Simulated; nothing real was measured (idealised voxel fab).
Proc. module: voxel transistor to metal
285 nm wide, 5 nm square cells: that's cross-section cut.
Cross-section spec: square-cell grid; bands listed top down; each band is one or more rows.
Within each band entry, the heights of the top and of the bottom of the band appear first, in that order and in nm; the materials of the band then follow from left to right, each with its corresponding width in nm. The designation "full width" on a single material indicates that it fills the band from edge to edge; the designation "air" indicates empty space.
Heights are measured from 0, the level below which the as-received wafer is all one material; the lowest band has no bottom and continues downward, written as in "top 0, no bottom".
A width given as "30 to 40" starts at the first number in the band's top row and ends at the second number in its bottom row, shifting by an equal amount at every step from row to row.
Where a step carries "all unchanged", the cross-section came out of it unchanged, cell for cell.
The label "Completely sealed voids" introduces a list of the empty spaces, 8 cells or larger, that have no open way up to the top; each entry in it reads width x height at distance, where the distance is taken from the left edge and all three are stated in nm.
Note: text after step settings on the step line = simulator remark on that step.
When a step includes a mask, the "overlay nm" setting on its line states how far to the right of its planned place that mask lay, and negative values state how far to the left.
Read each pair as before and after one process step. The after cross-section shows only down to the lowest band that changed. The step between them and its settings are given below the pair. Pairs can come from different runs of this module on the same starting wafer. A pair continues from the pair above only where its "State before" entry says so.
State before:
    top 90, bottom 80: aC full width
    top 80, bottom 55: lowk full width
    top 55, bottom 50: SiCN full width
    top 50, bottom 25: lowk: 25; SiN: 5; W: 15; SiN: 5; lowk: 55; SiN: 5; W: 15; SiN: 5; lowk: 25; SiN: 5; W: 15; SiN: 5; lowk: 55; SiN: 5; W: 15; SiN: 5; lowk: 25
    top 25, bottom 20: SiN: 30; TiN: 15; SiN: 65; TiN: 15; SiN: 35; TiN: 15; SiN: 65; TiN: 15; SiN: 30
    top 20, bottom 15: SiO2: 30; TiN: 5; W: 5; TiN: 5; SiO2: 65; TiN: 5; W: 5; TiN: 5; SiO2: 35; TiN: 5; W: 5; TiN: 5; SiO2: 65; TiN: 5; W: 5; TiN: 5; SiO2: 30
    top 15, bottom 10: SiO2: 30; TiN: 15; SiO2: 65; TiN: 15; SiO2: 35; TiN: 15; SiO2: 65; TiN: 15; SiO2: 30
    top 10, bottom 5: TiN: 50; SiN: 10; HfO2: 5; TiN: 5; W: 15; TiN: 5; HfO2: 5; SiN: 10; TiN: 75; SiN: 10; HfO2: 5; TiN: 5; W: 15; TiN: 5; HfO2: 5; SiN: 10; TiN: 50
    top 5, bottom 0: TiN: 35; pSi: 15; SiN: 10; HfO2: 5; TiN: 5; W: 15; TiN: 5; HfO2: 5; SiN: 10; pSi: 15; TiN: 45; pSi: 15; SiN: 10; HfO2: 5; TiN: 5; W: 15; TiN: 5; HfO2: 5; SiN: 10; pSi: 15; TiN: 35
    top 0, bottom -5: TiN: 35; pSi: 15; SiN: 10; HfO2: 5; TiN: 25; HfO2: 5; SiN: 10; pSi: 15; TiN: 45; pSi: 15; SiN: 10; HfO2: 5; TiN: 25; HfO2: 5; SiN: 10; pSi: 15; TiN: 35
    top -5, bottom -10: TiN: 20; pSi: 30; SiO2: 5; HfO2: 45; SiO2: 5; pSi: 30; TiN: 15; pSi: 30; SiO2: 5; HfO2: 45; SiO2: 5; pSi: 30; TiN: 20
    top -10, bottom -20: SiO2: 25; pSi: 25; Si: 55; pSi: 25; SiO2: 25; pSi: 25; Si: 55; pSi: 25; SiO2: 25
    top -20, bottom -25: SiO2: 25; Si: 105; SiO2: 25; Si: 105; SiO2: 25
    top -25, no bottom: Si full width
    Completely sealed voids: none
Post-Step Section View:
    top 115, bottom 90: resist: 30; air: 15; resist: 115; air: 15; resist: 110
    No changes below 90.
    Completely sealed voids: none
Between the two cross-sections shown above lies PATTERN: tone open, mask id METAL_2, material resist, width nm 15, pitch nm 130, thk nm 25, overlay nm 0
State before: this step begins from the cross-section that the pair just above shows after its step.
Post-Step Section View:
    top 105, bottom 90: resist: 30; air: 15; resist: 115; air: 15; resist: 110
    top 90, bottom 80: aC: 30; air: 15; aC: 115; air: 15; aC: 110
    No changes below 80.
    Completely sealed voids: none
Between the two cross-sections shown above lies DIRECTIONAL_ETCH: etch materials aC, depth nm 10
State before: this step begins from the cross-section that the pair just above shows after its step.
Post-Step Section View:
    top 90, bottom 80: aC: 30; air: 15; aC: 115; air: 15; aC: 110
    No changes below 80.
    Completely sealed voids: none
Between the two cross-sections shown above lies STRIP: etch materials resist
State before: this step begins from the cross-section that the pair just above shows after its step.
Post-Step Section View:
    top 90, bottom 80: aC: 30; air: 15; aC: 115; air: 15; aC: 110
    top 80, bottom 65: lowk: 30; air: 15; lowk: 115; air: 15; lowk: 110
    No changes below 65.
    Completely sealed voids: none
Between the two cross-sections shown above lies DIRECTIONAL_ETCH: etch materials lowk, depth nm 15
State before: this step begins from the cross-section that the pair just above shows after its step.
Post-Step Section View:
    top 80, bottom 65: lowk: 30; air: 15; lowk: 115; air: 15; lowk: 110
    No changes below 65.
    Completely sealed voids: none
Between the two cross-sections shown above lies STRIP: etch materials aC
State before: this step begins from the cross-section that the pair just above shows after its step.
Post-Step Section View:
    top 95, bottom 80: aC: 30; air: 15; aC: 115; air: 15; aC: 110
    top 80, bottom 65: lowk: 30; aC: 15; lowk: 115; aC: 15; lowk: 110
    No changes below 65.
    Completely sealed voids: none
Between the two cross-sections shown above lies DIRECTIONAL_DEP: material aC, thk nm 15
State before: this step begins from the cross-section that the pair just above shows after its step.
Post-Step Section View:
    top 130, bottom 95: resist: 30; air: 15; resist: 115; air: 15; resist: 110
    No changes below 95.
    Completely sealed voids: none
Between the two cross-sections shown above lies PATTERN: tone open, mask id METAL_2_HOLES, material resist, width nm 15, pitch nm 130, thk nm 35, overlay nm 0
State before: this step begins from the cross-section that the pair just above shows after its step.
Post-Step Section View:
    top 115, bottom 95: resist: 30; air: 15; resist: 115; air: 15; resist: 110
    top 95, bottom 80: aC: 30; air: 15; aC: 115; air: 15; aC: 110
    top 80, bottom 65: lowk: 30; air: 15; lowk: 115; air: 15; lowk: 110
    No changes below 65.
    Completely sealed voids: none
Between the two cross-sections shown above lies DIRECTIONAL_ETCH: etch materials aC, depth nm 15
State before: this step begins from the cross-section that the pair just above shows after its step.
Post-Step Section View:
    top 95, bottom 80: aC: 30; air: 15; aC: 115; air: 15; aC: 110
    No changes below 80.
    Completely sealed voids: none
Between the two cross-sections shown above lies STRIP: etch materials resist
State before: this step begins from the cross-section that the pair just above shows after its step.
Post-Step Section View:
    top 95, bottom 80: aC: 30; air: 15; aC: 115; air: 15; aC: 110
    top 80, bottom 55: lowk: 30; air: 15; lowk: 115; air: 15; lowk: 110
    No changes below 55.
    Completely sealed voids: none
Between the two cross-sections shown above lies DIRECTIONAL_ETCH: etch materials lowk, depth nm 10
State before: this step begins from the cross-section that the pair just above shows after its step.
Post-Step Section View:
    top 95, bottom 80: aC: 30; air: 15; aC: 115; air: 15; aC: 110
    top 80, bottom 55: lowk: 30; air: 15; lowk: 115; air: 15; lowk: 110
    top 55, bottom 50: SiCN: 30; air: 15; SiCN: 115; air: 15; SiCN: 110
    No changes below 50.
    Completely sealed voids: none
Between the two cross-sections shown above lies DIRECTIONAL_ETCH: etch materials SiCN, depth nm 5
State before: this step begins from the cross-section that the pair just above shows after its step.
Post-Step Section View:
    top 80, bottom 55: lowk: 30; air: 15; lowk: 115; air: 15; lowk: 110
    No changes below 55.
    Completely sealed voids: none
Between the two cross-sections shown above lies STRIP: etch materials aC
State before: this step begins from the cross-section that the pair just above shows after its step.
Post-Step Section View:
    top 85, bottom 80: TiN: 35; air: 5; TiN: 125; air: 5; TiN: 115
    top 80, bottom 55: lowk: 30; TiN: 5; air: 5; TiN: 5; lowk: 115; TiN: 5; air: 5; TiN: 5; lowk: 110
    top 55, bottom 50: SiCN: 30; TiN: 15; SiCN: 115; TiN: 15; SiCN: 110
    No changes below 50.
    Completely sealed voids: none
Between the two cross-sections shown above lies CONFORMAL_DEP: material TiN, thk nm 5
State before: this step begins from the cross-section that the pair just above shows after its step.
Post-Step Section View:
    top 95, bottom 85: Cu full width
    top 85, bottom 80: TiN: 35; Cu: 5; TiN: 125; Cu: 5; TiN: 115
    top 80, bottom 55: lowk: 30; TiN: 5; Cu: 5; TiN: 5; lowk: 115; TiN: 5; Cu: 5; TiN: 5; lowk: 110
    No changes below 55.
    Completely sealed voids: none
Between the two cross-sections shown above lies FILL_DEP: material Cu, thk nm 10
State before: this step begins from the cross-section that the pair just above shows after its step.
Post-Step Section View:
    top 80, bottom 55: lowk: 30; TiN: 5; Cu: 5; TiN: 5; lowk: 115; TiN: 5; Cu: 5; TiN: 5; lowk: 110
    No changes below 55.
    Completely sealed voids: none
Between the two cross-sections shown above lies CMP: height nm 80
State before: this step begins from the cross-section that the pair just above shows after its step.
Post-Step Section View:
    top 85, bottom 80: SiCN full width
    No changes below 80.
    Completely sealed voids: none
Between the two cross-sections shown above lies CONFORMAL_DEP: material SiCN, thk nm 5
State before:
    top 25, bottom 10: aC full width
    top 10, bottom 0: SiN full width
    top 0, bottom -5: SiO2 full width
    top -5, no bottom: Si full width
    Completely sealed voids: none
Post-Step Section View:
    top 55, bottom 25: resist: 25; air: 105; resist: 25; air: 105; resist: 25
    No changes below 25.
    Completely sealed voids: none
Between the two cross-sections shown above lies PATTERN: tone open, mask id ACTIVE, material resist, width nm 105, pitch nm 130, thk nm 30, overlay nm 0
State before: this step begins from the cross-section that the pair just above shows after its step.
Post-Step Section View:
    top 40, bottom 25: resist: 25; air: 105; resist: 25; air: 105; resist: 25
    top 25, bottom 10: aC: 25; air: 105; aC: 25; air: 105; aC: 25
    No changes below 10.
    Completely sealed voids: none
Between the two cross-sections shown above lies DIRECTIONAL_ETCH: etch materials aC, depth nm 15
State before: this step begins from the cross-section that the pair just above shows after its step.
Post-Step Section View:
    top 25, bottom 10: aC: 25; air: 105; aC: 25; air: 105; aC: 25
    No changes below 10.
    Completely sealed voids: none
Between the two cross-sections shown above lies STRIP: etch materials resist
State before: this step begins from the cross-section that the pair just above shows after its step.
Post-Step Section View:
    top 25, bottom 10: aC: 25; air: 105; aC: 25; air: 105; aC: 25
    top 10, bottom 0: SiN: 25; air: 105; SiN: 25; air: 105; SiN: 25
    No changes below 0.
    Completely sealed voids: none
Between the two cross-sections shown above lies DIRECTIONAL_ETCH: etch materials SiN, depth nm 10
State before: this step begins from the cross-section that the pair just above shows after its step.
Post-Step Section View:
    top 25, bottom 10: aC: 25; air: 105; aC: 25; air: 105; aC: 25
    top 10, bottom 0: SiN: 25; air: 105; SiN: 25; air: 105; SiN: 25
    top 0, bottom -5: SiO2: 25; air: 105; SiO2: 25; air: 105; SiO2: 25
    No changes below -5.
    Completely sealed voids: none
Between the two cross-sections shown above lies DIRECTIONAL_ETCH: etch materials SiO2, depth nm 5
State before: this step begins from the cross-section that the pair just above shows after its step.
Post-Step Section View:
    top 25, bottom 10: aC: 25; air: 105; aC: 25; air: 105; aC: 25
    top 10, bottom 0: SiN: 25; air: 105; SiN: 25; air: 105; SiN: 25
    top 0, bottom -5: SiO2: 25; air: 105; SiO2: 25; air: 105; SiO2: 25
    top -5, bottom -25: Si: 25; air: 105; Si: 25; air: 105; Si: 25
    No changes below -25.
    Completely sealed voids: none
Between the two cross-sections shown above lies DIRECTIONAL_ETCH: etch materials Si, depth nm 20
State before: this step begins from the cross-section that the pair just above shows after its step.
Post-Step Section View:
    top 10, bottom 0: SiN: 25; air: 105; SiN: 25; air: 105; SiN: 25
    No changes below 0.
    Completely sealed voids: none
Between the two cross-sections shown above lies STRIP: etch materials aC
State before: this step begins from the cross-section that the pair just above shows after its step.
Post-Step Section View:
    top 15, bottom 10: SiO2 full width
    top 10, bottom 0: SiN: 25; SiO2: 105; SiN: 25; SiO2: 105; SiN: 25
    top 0, bottom -5: SiO2 full width
    top -5, bottom -25: Si: 25; SiO2: 105; Si: 25; SiO2: 105; Si: 25
    No changes below -25.
    Completely sealed voids: none
Between the two cross-sections shown above lies FILL_DEP: material SiO2, thk nm 5
State before: this step begins from the cross-section that the pair just above shows after its step.
Post-Step Section View:
    top 10, bottom 0: SiN: 25; SiO2: 105; SiN: 25; SiO2: 105; SiN: 25
    No changes below 0.
    Completely sealed voids: none
Between the two cross-sections shown above lies CMP: height nm 10
State before: this step begins from the cross-section that the pair just above shows after its step.
Post-Step Section View:
    top 10, bottom 0: SiN: 25; air: 105; SiN: 25; air: 105; SiN: 25
    No changes below 0.
    Completely sealed voids: none
Between the two cross-sections shown above lies SELECTIVE_ETCH: etch materials SiO2, depth nm 10
State before: this step begins from the cross-section that the pair just above shows after its step.
Post-Step Section View:
    top 0, bottom -5: SiO2 full width
    No changes below -5.
    Completely sealed voids: none
Between the two cross-sections shown above lies STRIP: etch materials SiN
State before: this step begins from the cross-section that the pair just above shows after its step.
Post-Step Section View:
    top -5, bottom -25: Si: 25; SiO2: 105; Si: 25; SiO2: 105; Si: 25
    No changes below -25.
    Completely sealed voids: none
Between the two cross-sections shown above lies SELECTIVE_ETCH: etch materials SiO2, depth nm 5
State before: this step begins from the cross-section that the pair just above shows after its step.
Post-Step Section View:
    top -5, bottom -10: SiO2 full width
    No changes below -10.
    Completely sealed voids: none
Between the two cross-sections shown above lies OXIDIZE: depth nm 5
State before: this step begins from the cross-section that the pair just above shows after its step.
Post-Step Section View:
    top 15, bottom -5: polySi full width
    No changes below -5.
    Completely sealed voids: none
Between the two cross-sections shown above lies DIRECTIONAL_DEP: material polySi, thk nm 20
State before: this step begins from the cross-section that the pair just above shows after its step.
Post-Step Section View:
    top 25, bottom 15: SiCN full width
    No changes below 15.
    Completely sealed voids: none
Between the two cross-sections shown above lies DIRECTIONAL_DEP: material SiCN, thk nm 10
State before: this step begins from the cross-section that the pair just above shows after its step.
Post-Step Section View:
    top 40, bottom 25: air: 60; resist: 35; air: 95; resist: 35; air: 60
    No changes below 25.
    Completely sealed voids: none
Between the two cross-sections shown above lies PATTERN: tone cover, mask id GATE, material resist, width nm 35, pitch nm 130, thk nm 15, overlay nm 0
State before: this step begins from the cross-section that the pair just above shows after its step.
Post-Step Section View:
    top 40, bottom 25: air: 60; resist: 35; air: 95; resist: 35; air: 60
    top 25, bottom 15: air: 60; SiCN: 35; air: 95; SiCN: 35; air: 60
    No changes below 15.
    Completely sealed voids: none
Between the two cross-sections shown above lies DIRECTIONAL_ETCH: etch materials SiCN, depth nm 20
State before: this step begins from the cross-section that the pair just above shows after its step.
Post-Step Section View:
    top 40, bottom 25: air: 60; resist: 35; air: 95; resist: 35; air: 60
    top 25, bottom 15: air: 60; SiCN: 35; air: 95; SiCN: 35; air: 60
    top 15, bottom -5: air: 60; polySi: 35; air: 95; polySi: 35; air: 60
    No changes below -5.
    Completely sealed voids: none
Between the two cross-sections shown above lies DIRECTIONAL_ETCH: etch materials polySi, depth nm 30
State before: this step begins from the cross-section that the pair just above shows after its step.
Post-Step Section View:
    top 25, bottom 15: air: 60; SiCN: 35; air: 95; SiCN: 35; air: 60
    No changes below 15.
    Completely sealed voids: none
Between the two cross-sections shown above lies STRIP: etch materials resist
State before: this step begins from the cross-section that the pair just above shows after its step.
Post-Step Section View:
    top 35, bottom 25: air: 50; SiN: 55; air: 75; SiN: 55; air: 50
    top 25, bottom 15: air: 50; SiN: 10; SiCN: 35; SiN: 10; air: 75; SiN: 10; SiCN: 35; SiN: 10; air: 50
    top 15, bottom 5: air: 50; SiN: 10; polySi: 35; SiN: 10; air: 75; SiN: 10; polySi: 35; SiN: 10; air: 50
    top 5, bottom -5: SiN: 60; polySi: 35; SiN: 95; polySi: 35; SiN: 60
    No changes below -5.
    Completely sealed voids: none
Between the two cross-sections shown above lies CONFORMAL_DEP: material SiN, thk nm 10
State before: this step begins from the cross-section that the pair just above shows after its step.
Post-Step Section View:
    top 25, bottom 15: air: 50; SiN: 10; SiCN: 35; SiN: 10; air: 75; SiN: 10; SiCN: 35; SiN: 10; air: 50
    top 15, bottom -5: air: 50; SiN: 10; polySi: 35; SiN: 10; air: 75; SiN: 10; polySi: 35; SiN: 10; air: 50
    No changes below -5.
    Completely sealed voids: none
Between the two cross-sections shown above lies DIRECTIONAL_ETCH: etch materials SiN, depth nm 10
State before: this step begins from the cross-section that the pair just above shows after its step.
Post-Step Section View:
    top 25, bottom 15: air: 50; SiN: 10; SiCN: 35; SiN: 10; air: 75; SiN: 10; SiCN: 35; SiN: 10; air: 50
    top 15, bottom -5: air: 50; SiN: 10; polySi: 35; SiN: 10; air: 75; SiN: 10; polySi: 35; SiN: 10; air: 50
    top -5, bottom -10: air: 50; SiO2: 55; air: 75; SiO2: 55; air: 50
    No changes below -10.
    Completely sealed voids: none
Between the two cross-sections shown above lies DIRECTIONAL_ETCH: etch materials SiO2, depth nm 5
State before: this step begins from the cross-section that the pair just above shows after its step.
Post-Step Section View:
    top 25, bottom 15: air: 50; SiN: 10; SiCN: 35; SiN: 10; air: 75; SiN: 10; SiCN: 35; SiN: 10; air: 50
    top 15, bottom -5: air: 50; SiN: 10; polySi: 35; SiN: 10; air: 75; SiN: 10; polySi: 35; SiN: 10; air: 50
    top -5, bottom -10: air: 50; SiO2: 55; air: 75; SiO2: 55; air: 50
    top -10, bottom -20: air: 25; SiO2: 105; air: 25; SiO2: 105; air: 25
    No changes below -20.
    Completely sealed voids: none
Between the two cross-sections shown above lies DIRECTIONAL_ETCH: etch materials Si, depth nm 10
State before: this step begins from the cross-section that the pair just above shows after its step.
Post-Step Section View:
    top 25, bottom 15: air: 50; SiN: 10; SiCN: 35; SiN: 10; air: 75; SiN: 10; SiCN: 35; SiN: 10; air: 50
    top 15, bottom -5: air: 50; SiN: 10; polySi: 35; SiN: 10; air: 75; SiN: 10; polySi: 35; SiN: 10; air: 50
    top -5, bottom -10: pSi: 30; air: 20; SiO2: 55; air: 20; pSi: 35; air: 20; SiO2: 55; air: 20; pSi: 30
    top -10, bottom -20: pSi: 25; SiO2: 105; pSi: 25; SiO2: 105; pSi: 25
    No changes below -20.
    Completely sealed voids: none
Between the two cross-sections shown above lies EPI: material pSi, thk nm 15
State before: this step begins from the cross-section that the pair just above shows after its step.
Post-Step Section View:
    top 30, bottom 25: SiO2 full width
    top 25, bottom 15: SiO2: 50; SiN: 10; SiCN: 35; SiN: 10; SiO2: 75; SiN: 10; SiCN: 35; SiN: 10; SiO2: 50
    top 15, bottom -5: SiO2: 50; SiN: 10; polySi: 35; SiN: 10; SiO2: 75; SiN: 10; polySi: 35; SiN: 10; SiO2: 50
    top -5, bottom -10: pSi: 30; SiO2: 95; pSi: 35; SiO2: 95; pSi: 30
    No changes below -10.
    Completely sealed voids: none
Between the two cross-sections shown above lies FILL_DEP: material SiO2, thk nm 5
State before: this step begins from the cross-section that the pair just above shows after its step.
Post-Step Section View:
    top 15, bottom -5: SiO2: 50; SiN: 10; polySi: 35; SiN: 10; SiO2: 75; SiN: 10; polySi: 35; SiN: 10; SiO2: 50
    No changes below -5.
    Completely sealed voids: none
Between the two cross-sections shown above lies CMP: height nm 15
State before: this step begins from the cross-section that the pair just above shows after its step.
Post-Step Section View:
    top 15, bottom -5: SiO2: 50; SiN: 10; air: 35; SiN: 10; SiO2: 75; SiN: 10; air: 35; SiN: 10; SiO2: 50
    No changes below -5.
    Completely sealed voids: none
Between the two cross-sections shown above lies STRIP: etch materials polySi
State before: this step begins from the cross-section that the pair just above shows after its step.
Post-Step Section View:
    top 15, bottom 10: air: 50; SiN: 10; air: 35; SiN: 10; air: 75; SiN: 10; air: 35; SiN: 10; air: 50
    top 10, bottom -5: SiO2: 50; SiN: 10; air: 35; SiN: 10; SiO2: 75; SiN: 10; air: 35; SiN: 10; SiO2: 50
    top -5, bottom -10: pSi: 30; SiO2: 25; air: 45; SiO2: 25; pSi: 35; SiO2: 25; air: 45; SiO2: 25; pSi: 30
    No changes below -10.
    Completely sealed voids: none
Between the two cross-sections shown above lies SELECTIVE_ETCH: etch materials SiO2, depth nm 5
State before: this step begins from the cross-section that the pair just above shows after its step.
Post-Step Section View:
    top 20, bottom 15: air: 45; HfO2: 20; air: 25; HfO2: 20; air: 65; HfO2: 20; air: 25; HfO2: 20; air: 45
    top 15, bottom 10: HfO2: 50; SiN: 10; HfO2: 5; air: 25; HfO2: 5; SiN: 10; HfO2: 75; SiN: 10; HfO2: 5; air: 25; HfO2: 5; SiN: 10; HfO2: 50
    top 10, bottom -5: SiO2: 50; SiN: 10; HfO2: 5; air: 25; HfO2: 5; SiN: 10; SiO2: 75; SiN: 10; HfO2: 5; air: 25; HfO2: 5; SiN: 10; SiO2: 50
    top -5, bottom -10: pSi: 30; SiO2: 25; HfO2: 45; SiO2: 25; pSi: 35; SiO2: 25; HfO2: 45; SiO2: 25; pSi: 30
    No changes below -10.
    Completely sealed voids: none
Between the two cross-sections shown above lies CONFORMAL_DEP: material HfO2, thk nm 5
State before: this step begins from the cross-section that the pair just above shows after its step.
Post-Step Section View:
    top 25, bottom 20: air: 40; TiN: 30; air: 15; TiN: 30; air: 55; TiN: 30; air: 15; TiN: 30; air: 40
    top 20, bottom 15: TiN: 45; HfO2: 20; TiN: 5; air: 15; TiN: 5; HfO2: 20; TiN: 65; HfO2: 20; TiN: 5; air: 15; TiN: 5; HfO2: 20; TiN: 45
    top 15, bottom 10: HfO2: 50; SiN: 10; HfO2: 5; TiN: 5; air: 15; TiN: 5; HfO2: 5; SiN: 10; HfO2: 75; SiN: 10; HfO2: 5; TiN: 5; air: 15; TiN: 5; HfO2: 5; SiN: 10; HfO2: 50
    top 10, bottom 0: SiO2: 50; SiN: 10; HfO2: 5; TiN: 5; air: 15; TiN: 5; HfO2: 5; SiN: 10; SiO2: 75; SiN: 10; HfO2: 5; TiN: 5; air: 15; TiN: 5; HfO2: 5; SiN: 10; SiO2: 50
    top 0, bottom -5: SiO2: 50; SiN: 10; HfO2: 5; TiN: 25; HfO2: 5; SiN: 10; SiO2: 75; SiN: 10; HfO2: 5; TiN: 25; HfO2: 5; SiN: 10; SiO2: 50
    No changes below -5.
    Completely sealed voids: none
Between the two cross-sections shown above lies CONFORMAL_DEP: material TiN, thk nm 5
State before: this step begins from the cross-section that the pair just above shows after its step.
Post-Step Section View:
    top 35, bottom 25: W full width
    top 25, bottom 20: W: 40; TiN: 30; W: 15; TiN: 30; W: 55; TiN: 30; W: 15; TiN: 30; W: 40
    top 20, bottom 15: TiN: 45; HfO2: 20; TiN: 5; W: 15; TiN: 5; HfO2: 20; TiN: 65; HfO2: 20; TiN: 5; W: 15; TiN: 5; HfO2: 20; TiN: 45
    top 15, bottom 10: HfO2: 50; SiN: 10; HfO2: 5; TiN: 5; W: 15; TiN: 5; HfO2: 5; SiN: 10; HfO2: 75; SiN: 10; HfO2: 5; TiN: 5; W: 15; TiN: 5; HfO2: 5; SiN: 10; HfO2: 50
    top 10, bottom 0: SiO2: 50; SiN: 10; HfO2: 5; TiN: 5; W: 15; TiN: 5; HfO2: 5; SiN: 10; SiO2: 75; SiN: 10; HfO2: 5; TiN: 5; W: 15; TiN: 5; HfO2: 5; SiN: 10; SiO2: 50
    No changes below 0.
    Completely sealed voids: none
Between the two cross-sections shown above lies FILL_DEP: material W, thk nm 10
State before: this step begins from the cross-section that the pair just above shows after its step.
Post-Step Section View:
    top 10, bottom 0: SiO2: 50; SiN: 10; HfO2: 5; TiN: 5; W: 15; TiN: 5; HfO2: 5; SiN: 10; SiO2: 75; SiN: 10; HfO2: 5; TiN: 5; W: 15; TiN: 5; HfO2: 5; SiN: 10; SiO2: 50
    No changes below 0.
    Completely sealed voids: none
Between the two cross-sections shown above lies CMP: height nm 10
State before: this step begins from the cross-section that the pair just above shows after its step.
Post-Step Section View:
    top 20, bottom 10: SiO2 full width
    No changes below 10.
    Completely sealed voids: none
Between the two cross-sections shown above lies DIRECTIONAL_DEP: material SiO2, thk nm 10
State before: this step begins from the cross-section that the pair just above shows after its step.
Post-Step Section View:
    top 20, bottom 10: SiO2: 30; air: 15; SiO2: 65; air: 15; SiO2: 35; air: 15; SiO2: 65; air: 15; SiO2: 30
    top 10, bottom 0: SiO2: 30; air: 15; SiO2: 5; SiN: 10; HfO2: 5; TiN: 5; W: 15; TiN: 5; HfO2: 5; SiN: 10; SiO2: 5; air: 15; SiO2: 35; air: 15; SiO2: 5; SiN: 10; HfO2: 5; TiN: 5; W: 15; TiN: 5; HfO2: 5; SiN: 10; SiO2: 5; air: 15; SiO2: 30
    top 0, bottom -5: SiO2: 30; air: 15; SiO2: 5; SiN: 10; HfO2: 5; TiN: 25; HfO2: 5; SiN: 10; SiO2: 5; air: 15; SiO2: 35; air: 15; SiO2: 5; SiN: 10; HfO2: 5; TiN: 25; HfO2: 5; SiN: 10; SiO2: 5; air: 15; SiO2: 30
    No changes below -5.
    Completely sealed voids: none
Between the two cross-sections shown above lies MASKED_ETCH: tone open, mask id CONTACT, width nm 15, etch materials SiO2, depth nm 25, overlay nm 0
State before: this step begins from the cross-section that the pair just above shows after its step.
Post-Step Section View:
    top 25, bottom 20: TiN: 35; air: 5; TiN: 75; air: 5; TiN: 45; air: 5; TiN: 75; air: 5; TiN: 35
    top 20, bottom 10: SiO2: 30; TiN: 5; air: 5; TiN: 5; SiO2: 65; TiN: 5; air: 5; TiN: 5; SiO2: 35; TiN: 5; air: 5; TiN: 5; SiO2: 65; TiN: 5; air: 5; TiN: 5; SiO2: 30
    top 10, bottom 0: SiO2: 30; TiN: 5; air: 5; TiN: 5; SiO2: 5; SiN: 10; HfO2: 5; TiN: 5; W: 15; TiN: 5; HfO2: 5; SiN: 10; SiO2: 5; TiN: 5; air: 5; TiN: 5; SiO2: 35; TiN: 5; air: 5; TiN: 5; SiO2: 5; SiN: 10; HfO2: 5; TiN: 5; W: 15; TiN: 5; HfO2: 5; SiN: 10; SiO2: 5; TiN: 5; air: 5; TiN: 5; SiO2: 30
    top 0, bottom -5: SiO2: 30; TiN: 15; SiO2: 5; SiN: 10; HfO2: 5; TiN: 25; HfO2: 5; SiN: 10; SiO2: 5; TiN: 15; SiO2: 35; TiN: 15; SiO2: 5; SiN: 10; HfO2: 5; TiN: 25; HfO2: 5; SiN: 10; SiO2: 5; TiN: 15; SiO2: 30
    No changes below -5.
    Completely sealed voids: none
Between the two cross-sections shown above lies CONFORMAL_DEP: material TiN, thk nm 5
State before: this step begins from the cross-section that the pair just above shows after its step.
Post-Step Section View:
    top 35, bottom 25: W full width
    top 25, bottom 20: TiN: 35; W: 5; TiN: 75; W: 5; TiN: 45; W: 5; TiN: 75; W: 5; TiN: 35
    top 20, bottom 10: SiO2: 30; TiN: 5; W: 5; TiN: 5; SiO2: 65; TiN: 5; W: 5; TiN: 5; SiO2: 35; TiN: 5; W: 5; TiN: 5; SiO2: 65; TiN: 5; W: 5; TiN: 5; SiO2: 30
    top 10, bottom 0: SiO2: 30; TiN: 5; W: 5; TiN: 5; SiO2: 5; SiN: 10; HfO2: 5; TiN: 5; W: 15; TiN: 5; HfO2: 5; SiN: 10; SiO2: 5; TiN: 5; W: 5; TiN: 5; SiO2: 35; TiN: 5; W: 5; TiN: 5; SiO2: 5; SiN: 10; HfO2: 5; TiN: 5; W: 15; TiN: 5; HfO2: 5; SiN: 10; SiO2: 5; TiN: 5; W: 5; TiN: 5; SiO2: 30
    No changes below 0.
    Completely sealed voids: none
Between the two cross-sections shown above lies FILL_DEP: material W, thk nm 10
State before: this step begins from the cross-section that the pair just above shows after its step.
Post-Step Section View:
    top 20, bottom 10: SiO2: 30; TiN: 5; W: 5; TiN: 5; SiO2: 65; TiN: 5; W: 5; TiN: 5; SiO2: 35; TiN: 5; W: 5; TiN: 5; SiO2: 65; TiN: 5; W: 5; TiN: 5; SiO2: 30
    No changes below 10.
    Completely sealed voids: none
Between the two cross-sections shown above lies CMP: height nm 20
State before: this step begins from the cross-section that the pair just above shows after its step.
Post-Step Section View:
    top 25, bottom 20: TiN full width
    No changes below 20.
    Completely sealed voids: none
Between the two cross-sections shown above lies DIRECTIONAL_DEP: material TiN, thk nm 5
State before: this step begins from the cross-section that the pair just above shows after its step.
Post-Step Section View:
    top 50, bottom 25: W full width
    No changes below 25.
    Completely sealed voids: none
Between the two cross-sections shown above lies DIRECTIONAL_DEP: material W, thk nm 25
State before: this step begins from the cross-section that the pair just above shows after its step.
Post-Step Section View:
    top 65, bottom 50: air: 30; resist: 15; air: 65; resist: 15; air: 35; resist: 15; air: 65; resist: 15; air: 30
    No changes below 50.
    Completely sealed voids: none
Between the two cross-sections shown above lies PATTERN: tone cover, mask id METAL_1, material resist, width nm 15, thk nm 15, overlay nm 0
State before: this step begins from the cross-section that the pair just above shows after its step.
Post-Step Section View:
    top 65, bottom 50: air: 30; resist: 15; air: 65; resist: 15; air: 35; resist: 15; air: 65; resist: 15; air: 30
    top 50, bottom 25: air: 30; W: 15; air: 65; W: 15; air: 35; W: 15; air: 65; W: 15; air: 30
    No changes below 25.
    Completely sealed voids: none
Between the two cross-sections shown above lies DIRECTIONAL_ETCH: etch materials W, depth nm 25
State before: this step begins from the cross-section that the pair just above shows after its step.
Post-Step Section View:
    top 65, bottom 50: air: 30; resist: 15; air: 65; resist: 15; air: 35; resist: 15; air: 65; resist: 15; air: 30
    top 50, bottom 25: air: 30; W: 15; air: 65; W: 15; air: 35; W: 15; air: 65; W: 15; air: 30
    top 25, bottom 20: air: 30; TiN: 15; air: 65; TiN: 15; air: 35; TiN: 15; air: 65; TiN: 15; air: 30
    No changes below 20.
    Completely sealed voids: none
Between the two cross-sections shown above lies DIRECTIONAL_ETCH: etch materials TiN, depth nm 5
State before: this step begins from the cross-section that the pair just above shows after its step.
Post-Step Section View:
    top 50, bottom 25: air: 30; W: 15; air: 65; W: 15; air: 35; W: 15; air: 65; W: 15; air: 30
    No changes below 25.
    Completely sealed voids: none
Between the two cross-sections shown above lies STRIP: etch materials resist
State before: this step begins from the cross-section that the pair just above shows after its step.
Post-Step Section View:
    top 55, bottom 50: air: 25; SiN: 25; air: 55; SiN: 25; air: 25; SiN: 25; air: 55; SiN: 25; air: 25
    top 50, bottom 25: air: 25; SiN: 5; W: 15; SiN: 5; air: 55; SiN: 5; W: 15; SiN: 5; air: 25; SiN: 5; W: 15; SiN: 5; air: 55; SiN: 5; W: 15; SiN: 5; air: 25
    top 25, bottom 20: SiN: 30; TiN: 15; SiN: 65; TiN: 15; SiN: 35; TiN: 15; SiN: 65; TiN: 15; SiN: 30
    No changes below 20.
    Completely sealed voids: none
Between the two cross-sections shown above lies CONFORMAL_DEP: material SiN, thk nm 5
